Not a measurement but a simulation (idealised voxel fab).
Name of the process module below: voxel transistor to metal
The width of the displayed cross-section, cut, is 280 nm; its cells are square, with a size of 5 nm.
In this document a cross-section is written as a grid of square cells. It is given as a series of bands, listed from the top down, and a band is one or more rows of cells. Band: top and bottom heights (nm) first, top before bottom; then materials from left to right, widths in nm. "throughout" marks a sole material filling the band edge to edge. "air" denotes empty space. Ref level 0: as-received wafer is one material below here. Bottom band extends down with no lower bound ("from 0 down"). Width spec "30 to 40" -> top row of cells at first value, bottom row at second value, equal per-row change in between. Reading "no alteration" for a step: not a cell of the cross-section changed in it. The entry titled "Closed void list" provides the empty spaces that have no open way to the top, restricted to those of 8 cells or more. Each is presented as width x height at distance, the distance being measured from the left edge, with all three in nm. Where a step's line continues beyond its settings, the continuation is a remark by the simulator itself on that step. "overlay nm" answers the question of how far to the right of plan the mask lay on a step that has a mask, and when it is negative the answer is to the left.
**Process steps (planned)**
1. RECEIVE [material Si]
2. OXIDIZE [depth nm 5]
3. CONFORMAL_DEP [material SiN] [thk nm 10]
4. MASKED_ETCH [tone cover] [mask id ACTIVE] [width nm 105] [pitch nm 125] [etch materials SiN] [depth nm 10] [overlay nm 0]
5. MASKED_ETCH [tone cover] [mask id ACTIVE] [width nm 105] [pitch nm 125] [etch materials SiO2] [depth nm 5] [overlay nm 0]
6. MASKED_ETCH [tone cover] [mask id ACTIVE] [width nm 105] [pitch nm 125] [etch materials Si] [depth nm 35] [overlay nm 0]
7. FILL_DEP [material SiO2] [thk nm 5]
8. CMP [height nm 10]
9. SELECTIVE_ETCH [etch materials SiO2] [depth nm 10]
10. STRIP [etch materials SiN]
11. SELECTIVE_ETCH [etch materials SiO2] [depth nm 5]
12. OXIDIZE [depth nm 5]
13. DIRECTIONAL_DEP [material polySi] [thk nm 20]
14. DIRECTIONAL_DEP [material SiCN] [thk nm 15]
15. PATTERN [tone cover] [mask id GATE] [material resist] [width nm 25] [pitch nm 125] [thk nm 15] [overlay nm 0]
16. DIRECTIONAL_ETCH [etch materials SiCN] [depth nm 25]
17. DIRECTIONAL_ETCH [etch materials polySi] [depth nm 30]
18. STRIP [etch materials resist]
19. CONFORMAL_DEP [material SiO2] [thk nm 5]
20. DIRECTIONAL_ETCH [etch materials SiO2] [depth nm 5]
21. CONFORMAL_DEP [material SiN] [thk nm 5]
22. DIRECTIONAL_ETCH [etch materials SiN] [depth nm 5]
23. DIRECTIONAL_ETCH [etch materials SiO2] [depth nm 5]
24. DIRECTIONAL_ETCH [etch materials Si] [depth nm 10]
25. EPI [material SiGe] [thk nm 10]
26. FILL_DEP [material SiO2] [thk nm 5]
27. CMP [height nm 30]
28. DIRECTIONAL_DEP [material SiO2] [thk nm 10]
29. MASKED_ETCH [tone open] [mask id CONTACT] [width nm 20] [etch materials SiO2] [depth nm 50] [overlay nm 0]
30. CONFORMAL_DEP [material TiN] [thk nm 5]
31. FILL_DEP [material W] [thk nm 5]
32. CMP [height nm 40]
33. CONFORMAL_DEP [material SiN] [thk nm 5]
34. DIRECTIONAL_DEP [material lowk] [thk nm 15]
35. PATTERN [tone open] [mask id METAL_1] [material resist] [width nm 20] [thk nm 15] [overlay nm 0]
36. DIRECTIONAL_ETCH [etch materials lowk] [depth nm 15]
37. DIRECTIONAL_ETCH [etch materials SiN] [depth nm 5]
38. STRIP [etch materials resist]
39. CONFORMAL_DEP [material TiN] [thk nm 5]
40. FILL_DEP [material Cu] [thk nm 5]
41. CMP [height nm 60]
42. CONFORMAL_DEP [material SiCN] [thk nm 5]
43. DIRECTIONAL_DEP [material SiO2] [thk nm 30]
44. MASKED_ETCH [tone open] [mask id METAL_2_HOLES] [width nm 15] [pitch nm 125] [etch materials SiO2] [depth nm 30] [overlay nm 0]
45. MASKED_ETCH [tone open] [mask id METAL_2] [width nm 20] [pitch nm 125] [etch materials SiO2] [depth nm 15] [overlay nm 0]
46. MASKED_ETCH [tone open] [mask id METAL_2] [width nm 20] [pitch nm 125] [etch materials SiCN] [depth nm 5] [overlay nm 0]
47. CONFORMAL_DEP [material TiN] [thk nm 5]
48. FILL_DEP [material Cu] [thk nm 5]
49. CMP [height nm 95]
50. CONFORMAL_DEP [material SiCN] [thk nm 5]
**Step 1 complete: cross-section of the wafer as received**
    from 0 down | Si throughout
    Closed void list: none
**The following cross-section depicts the wafer upon conclusion of the module. Processing commenced from the starting condition illustrated above and adhered to the plan illustrated above, save for one mistake in execution**
    from 100 to 95 | SiCN throughout
    from 95 to 85 | SiO2 (30) | TiN (5) | Cu (10) | TiN (5) | SiO2 (105) | TiN (5) | Cu (10) | TiN (5) | SiO2 (105)
    from 85 to 80 | SiO2 (30) | TiN (5) | Cu (5) | TiN (10) | SiO2 (105) | TiN (5) | Cu (5) | TiN (10) | SiO2 (105)
    from 80 to 65 | SiO2 (30) | TiN (5) | Cu (5) | TiN (5) | SiO2 (110) | TiN (5) | Cu (5) | TiN (5) | SiO2 (110)
    from 65 to 60 | SiCN (30) | TiN (15) | SiCN (110) | TiN (15) | SiCN (110)
    from 60 to 45 | Cu (25) | TiN (5) | lowk (20) | TiN (5) | Cu (45) | TiN (5) | lowk (20) | TiN (5) | Cu (20) | TiN (5) | lowk (20) | TiN (5) | Cu (45) | TiN (5) | lowk (20) | TiN (5) | Cu (25)
    from 45 to 40 | TiN (30) | SiN (20) | TiN (55) | SiN (20) | TiN (30) | SiN (20) | TiN (55) | SiN (20) | TiN (30)
    from 40 to 30 | SiO2 (30) | TiN (5) | W (10) | TiN (5) | SiO2 (55) | TiN (5) | W (10) | TiN (5) | SiO2 (30) | TiN (5) | W (10) | TiN (5) | SiO2 (55) | TiN (5) | W (10) | TiN (5) | SiO2 (30)
    from 30 to 15 | SiO2 (30) | TiN (5) | W (10) | TiN (5) | SiO2 (5) | SiN (5) | SiO2 (5) | SiCN (25) | SiO2 (5) | SiN (5) | SiO2 (5) | TiN (5) | W (10) | TiN (5) | SiO2 (30) | TiN (5) | W (10) | TiN (5) | SiO2 (5) | SiN (5) | SiO2 (5) | SiCN (25) | SiO2 (5) | SiN (5) | SiO2 (5) | TiN (5) | W (10) | TiN (5) | SiO2 (30)
    from 15 to 5 | SiO2 (30) | TiN (5) | W (10) | TiN (5) | SiO2 (5) | SiN (5) | SiO2 (5) | polySi (25) | SiO2 (5) | SiN (5) | SiO2 (5) | TiN (5) | W (10) | TiN (5) | SiO2 (30) | TiN (5) | W (10) | TiN (5) | SiO2 (5) | SiN (5) | SiO2 (5) | polySi (25) | SiO2 (5) | SiN (5) | SiO2 (5) | TiN (5) | W (10) | TiN (5) | SiO2 (30)
    from 5 to 0 | SiO2 (30) | TiN (5) | W (5) | TiN (10) | SiO2 (5) | SiN (5) | SiO2 (5) | polySi (25) | SiO2 (5) | SiN (5) | SiO2 (5) | TiN (10) | W (5) | TiN (5) | SiO2 (30) | TiN (5) | W (5) | TiN (10) | SiO2 (5) | SiN (5) | SiO2 (5) | polySi (25) | SiO2 (5) | SiN (5) | SiO2 (5) | TiN (10) | W (5) | TiN (5) | SiO2 (30)
    from 0 to -5 | SiO2 (30) | TiN (5) | W (5) | TiN (5) | SiGe (10) | SiN (5) | SiO2 (5) | polySi (25) | SiO2 (5) | SiN (5) | SiGe (10) | TiN (5) | W (5) | TiN (5) | SiO2 (30) | TiN (5) | W (5) | TiN (5) | SiGe (10) | SiN (5) | SiO2 (5) | polySi (25) | SiO2 (5) | SiN (5) | SiGe (10) | TiN (5) | W (5) | TiN (5) | SiO2 (30)
    from -5 to -10 | SiO2 (30) | TiN (15) | SiGe (10) | SiO2 (45) | SiGe (10) | TiN (15) | SiO2 (30) | TiN (15) | SiGe (10) | SiO2 (45) | SiGe (10) | TiN (15) | SiO2 (30)
    from -10 to -20 | SiO2 (25) | SiGe (30) | Si (45) | SiGe (30) | SiO2 (20) | SiGe (30) | Si (45) | SiGe (30) | SiO2 (25)
    from -20 to -40 | SiO2 (25) | Si (105) | SiO2 (20) | Si (105) | SiO2 (25)
    from -40 down | Si throughout
    Closed void list: none
Finding, execution versus plan: step 35, actual vs plan mismatch, actual run PATTERN [tone cover] [mask id METAL_1] [material resist] [width nm 20] [thk nm 15] [overlay nm 0]
